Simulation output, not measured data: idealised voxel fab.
This is a process module. Its name is voxel trench capacitor.
Shown is cross-section cut, with a width of 175 nm and square cells of size 5 nm.
Notation: cross-section as square-cell grid; stated in bands, top first, going down; one or more cell rows per band. Within each band entry, the heights of the top and of the bottom of the band appear first, in that order and in nm; the materials of the band then follow from left to right, each with its corresponding width in nm. The designation "all across" on a single material indicates that it fills the band from edge to edge; the designation "blank" indicates empty space. Where do heights start? At 0: under that level the wafer as delivered is made of one material only. And the lowest band has no floor; it just carries on downward, as in "0 and below". The width entry "30..40" should be interpreted row by row: the top row of cells in the band takes the first number, the bottom row takes the second number, and the change between adjacent rows is uniform throughout. It should be understood that the words "changes: none", when stated for a given step, signify that the cross-section underwent no change in any of its cells during that step. For the entry "Enclosed voids", the listed items are empty spaces with no open way to the top whose size is 8 cells or more; each item follows the pattern width x height at distance, where distance is from the left edge and all three are in nm. That trailing text on a step's line, after the settings, is the simulator's own remark on the step. overlay nm, on a step with a mask: how far to the right of its planned place the mask lay; to the left if negative.
## Below is the list of planned process steps
1 RECEIVE (material Si)
2 CONFORMAL_DEP (material SiN; thk nm 10)
3 PATTERN (tone open; mask id TRENCH; material resist; width nm 25; pitch nm 45; thk nm 15; overlay nm 0)
4 DIRECTIONAL_ETCH (etch materials SiN; depth nm 10)
5 DIRECTIONAL_ETCH (etch materials Si; depth nm 40)
6 STRIP (etch materials resist)
7 CONFORMAL_DEP (material HfO2; thk nm 5)
8 CONFORMAL_DEP (material TiN; thk nm 5)
9 FILL_DEP (material W; thk nm 5)
10 CMP (height nm 10)
## as received, after step 1
	0 and below = Si all across
	Enclosed voids: none
## Same starting wafer, same plan as above, one mistake in the execution; this is the cross-section at the end of the module
	10 down to 0 = SiN 50, then HfO2 5, then TiN 5, then W 5, then TiN 5, then HfO2 5, then SiN 20, then HfO2 5, then TiN 5, then W 5, then TiN 5, then HfO2 5, then SiN 55
	0 down to -25 = Si 50, then HfO2 5, then TiN 5, then W 5, then TiN 5, then HfO2 5, then Si 20, then HfO2 5, then TiN 5, then W 5, then TiN 5, then HfO2 5, then Si 55
	-25 down to -30 = Si 50, then HfO2 5, then TiN 15, then HfO2 5, then Si 20, then HfO2 5, then TiN 15, then HfO2 5, then Si 55
	-30 down to -35 = Si 50, then HfO2 25, then Si 20, then HfO2 25, then Si 55
	-35 and below = Si all across
	Enclosed voids: none
Plan not followed: step 5 was processed under conditions differing from the plan, specifically as DIRECTIONAL_ETCH (etch materials Si; depth nm 35)
